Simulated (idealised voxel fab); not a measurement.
The process module presented herein is designated voxel released beams.
In the cross-section labelled cut, the width is 160 nm and each square cell is 5 nm.
When this document writes out a cross-section, it uses a grid of square cells and lists it as bands, beginning at the top and moving down, with a band standing for one or more rows of cells.
Within each band entry, the heights of the top and of the bottom of the band appear first, in that order and in nm; the materials of the band then follow from left to right, each with its corresponding width in nm. The designation "full width" on a single material indicates that it fills the band from edge to edge; the designation "blank" indicates empty space.
Where do heights start? At 0: under that level the wafer as delivered is made of one material only. And the lowest band has no floor; it just carries on downward, as in "top 0, no bottom".
So if you see something like "30 to 40" for the width, read it as the top row of the band sitting at the first number and the bottom row at the second, with every row in between moving by the same amount as the last.
For the purposes of this document, the phrase "all unchanged" attached to a step denotes that no cell within the cross-section was modified by that step.
The entry titled "Enclosed void listing" provides the empty spaces that have no open way to the top, restricted to those of 8 cells or more. Each is presented as width x height at distance, the distance being measured from the left edge, with all three in nm.
Read whatever lies past the settings on a step's line as the simulator's own remark about the step.
overlay nm: right-of-plan distance of the mask on a masked step; negative values mean left-of-plan.
### Set out below are the planned steps of the process
1: op RECEIVE | material Si
2: op CONFORMAL_DEP | material Al2O3 | thk nm 10
3: op DIRECTIONAL_DEP | material SiO2 | thk nm 20
4: op DIRECTIONAL_DEP | material aC | thk nm 15
5: op PATTERN | tone open | mask id ANCHOR | material resist | width nm 15 | thk nm 30 | overlay nm 0
6: op DIRECTIONAL_ETCH | etch materials aC | depth nm 15
7: op STRIP | etch materials resist
8: op DIRECTIONAL_ETCH | etch materials SiO2 | depth nm 20
9: op STRIP | etch materials aC
10: op CONFORMAL_DEP | material W | thk nm 10
11: op PATTERN | tone cover | mask id BEAM | material resist | width nm 80 | thk nm 20 | overlay nm 0
12: op DIRECTIONAL_ETCH | etch materials W | depth nm 10
13: op STRIP | etch materials resist
14: op STRIP | etch materials SiO2
Be aware that, although all wafers share a common starting state, the width nm at step 5 differs among them, and the plan displays the first wafer's value.
### first wafer as received, after step 1
- top 0, no bottom  Si full width
- Enclosed void listing: none
### What follows is a table in which each wafer occupies a row; for the wafer as it stands at the close of the module, the row states, material by material, how many cells have been gained (+) or lost (-) since receipt, and then gives its closed voids
width nm 15 | +64 Al2O3 | +44 W | Enclosed void listing: none
width nm 20 | +64 Al2O3 | +48 W | Enclosed void listing: none
width nm 25 | +64 Al2O3 | +48 W | Enclosed void listing: none
width nm 30 | +64 Al2O3 | +48 W | Enclosed void listing: none
width nm 35 | +64 Al2O3 | +48 W | Enclosed void listing: none
width nm 40 | +64 Al2O3 | +48 W | Enclosed void listing: none
